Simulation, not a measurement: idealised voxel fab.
process module | voxel trench capacitor
cross-section cut | 255 nm wide | cells 5 nm
A cross-section is a grid of square cells, given in bands from the top down. A band is one or more rows of cells.
Each band's line starts with the height of the band's top and of its bottom, in nm. Then come its materials from left to right, each with its width in nm. One material with "throughout" fills the band from edge to edge. "air" is empty space.
Height 0 is the level under which the wafer as received is all one material. The lowest band goes on downwards, as in "0 down".
A width such as "30 to 40" changes by the same amount from each row of cells to the next, from the band's top row to its bottom row.
"no change" after a step means that no cell of the cross-section changed.
closed voids: empty space of 8 cells or more with no open way to the top, each as width x height at its distance from the left edge, in nm
after a step's settings: what the simulator itself notes on the step
overlay nm, on a step with a mask: how far to the right of its planned place the mask lay; to the left if negative
plan
1 op RECEIVE | material Si
2 op CONFORMAL_DEP | material SiN | thk nm 10
3 op PATTERN | tone open | mask id TRENCH | material resist | width nm 25 | pitch nm 50 | thk nm 20 | overlay nm 0
4 op DIRECTIONAL_ETCH | etch materials SiN | depth nm 10
5 op DIRECTIONAL_ETCH | etch materials Si | depth nm 30
6 op STRIP | etch materials resist
7 op CONFORMAL_DEP | material Al2O3 | thk nm 5
8 op CONFORMAL_DEP | material TiN | thk nm 5
9 op FILL_DEP | material W | thk nm 10
10 op CMP | height nm 10
as received, after step 1
  0 down: Si throughout
  closed voids: none
a wafer at the end: this start, this plan, one mistake
  10 to 0: W 30 | TiN 5 | Al2O3 5 | SiN 25 | Al2O3 5 | TiN 5 | W 5 | TiN 5 | Al2O3 5 | SiN 25 | Al2O3 5 | TiN 5 | W 5 | TiN 5 | Al2O3 5 | SiN 25 | Al2O3 5 | TiN 5 | W 5 | TiN 5 | Al2O3 5 | SiN 25 | Al2O3 5 | TiN 5 | W 30
  0 to -20: W 30 | TiN 5 | Al2O3 5 | Si 25 | Al2O3 5 | TiN 5 | W 5 | TiN 5 | Al2O3 5 | Si 25 | Al2O3 5 | TiN 5 | W 5 | TiN 5 | Al2O3 5 | Si 25 | Al2O3 5 | TiN 5 | W 5 | TiN 5 | Al2O3 5 | Si 25 | Al2O3 5 | TiN 5 | W 30
  -20 to -25: TiN 35 | Al2O3 5 | Si 25 | Al2O3 5 | TiN 15 | Al2O3 5 | Si 25 | Al2O3 5 | TiN 15 | Al2O3 5 | Si 25 | Al2O3 5 | TiN 15 | Al2O3 5 | Si 25 | Al2O3 5 | TiN 35
  -25 to -30: Al2O3 40 | Si 25 | Al2O3 25 | Si 25 | Al2O3 25 | Si 25 | Al2O3 25 | Si 25 | Al2O3 40
  -30 down: Si throughout
  closed voids: none
what went wrong: step 3 ran as: op PATTERN | tone cover | mask id TRENCH | material resist | width nm 25 | pitch nm 50 | thk nm 20 | overlay nm 0
